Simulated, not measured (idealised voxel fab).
Title: Process Module voxel released beams
Pictured: cross-section cut, 205 nm wide, on a grid of 5 nm square cells.
In what follows, cross-sections appear as grids of square cells, described through bands that run from the top down, where every band is one or more rows of cells. It is stipulated that each band's entry specify, in nanometres, the height of the top of the band and then that of its bottom, followed by the materials of the band in left-to-right sequence, each together with its width in nanometres. A single material marked by the word "throughout" is understood to fill the band from edge to edge; the word "blank" is understood to denote empty space. We count height from 0. Below that, the starting wafer is all one material. The lowest band never ends at the bottom but goes on down; see "from 0 down" for how that is written. You'd read "30->40" like this: the band's top row of cells is as wide as the first number, its bottom row is as wide as the second, and going down, every row changes width by the same amount as the row before did. "remained the same" for a step: no cell of the cross-section changed in that step. "Enclosed void entries" enumerates empty spaces isolated from the top, with no open way to it, that contain at least 8 cells, giving each as width x height at distance from the left edge, all three in nm. Text after the settings on a step's line: the simulator's own remark on that step. overlay nm: step with mask; distance mask lay right of planned place; negative value = left of planned place.

The process steps that were planned are listed below:
1 op RECEIVE | material Si
2 op CONFORMAL_DEP | material SiN | thk nm 5
3 op DIRECTIONAL_DEP | material SiO2 | thk nm 20
4 op MASKED_ETCH | tone open | mask id ANCHOR | width nm 45 | etch materials SiO2 | depth nm 20 | overlay nm 0
5 op CONFORMAL_DEP | material W | thk nm 15
6 op DIRECTIONAL_DEP | material aC | thk nm 15
7 op PATTERN | tone cover | mask id BEAM | material resist | width nm 120 | thk nm 35 | overlay nm 0
8 op DIRECTIONAL_ETCH | etch materials aC | depth nm 15
9 op STRIP | etch materials resist
10 op DIRECTIONAL_ETCH | etch materials W | depth nm 15
11 op STRIP | etch materials aC
12 op STRIP | etch materials SiO2

Wafer as received: cross-section following step 1:
> from 0 down: Si throughout
> Enclosed void entries: none

Cross-section, first of two wafers, end of module, run as planned:
> from 40 to 25: blank 40 / W 20 / blank 15 / W 85 / blank 45
> from 25 to 20: blank 45 / W 15 / blank 15 / W 15 / blank 115
> from 20 to 5: blank 45 / W 45 / blank 115
> from 5 to 0: SiN throughout
> from 0 down: Si throughout
> Enclosed void entries: none

Wafer two (of two), end-of-module cross-section: start = wafer one, plan = wafer one, one run mistake:
> from 35 to 20: blank 40 / W 20 / blank 15 / W 85 / blank 45
> from 20 to 15: blank 45 / W 15 / blank 15 / W 15 / blank 115
> from 15 to 0: blank 45 / W 45 / blank 115
> from 0 down: Si throughout
> Enclosed void entries: none
Deviation noted in wafer processing: yeah, step 2 of the plan got skipped, never ran
Wrapping up, a cell-based count of both wafers puts the second over or under the first for these materials: SiN: 41 fewer
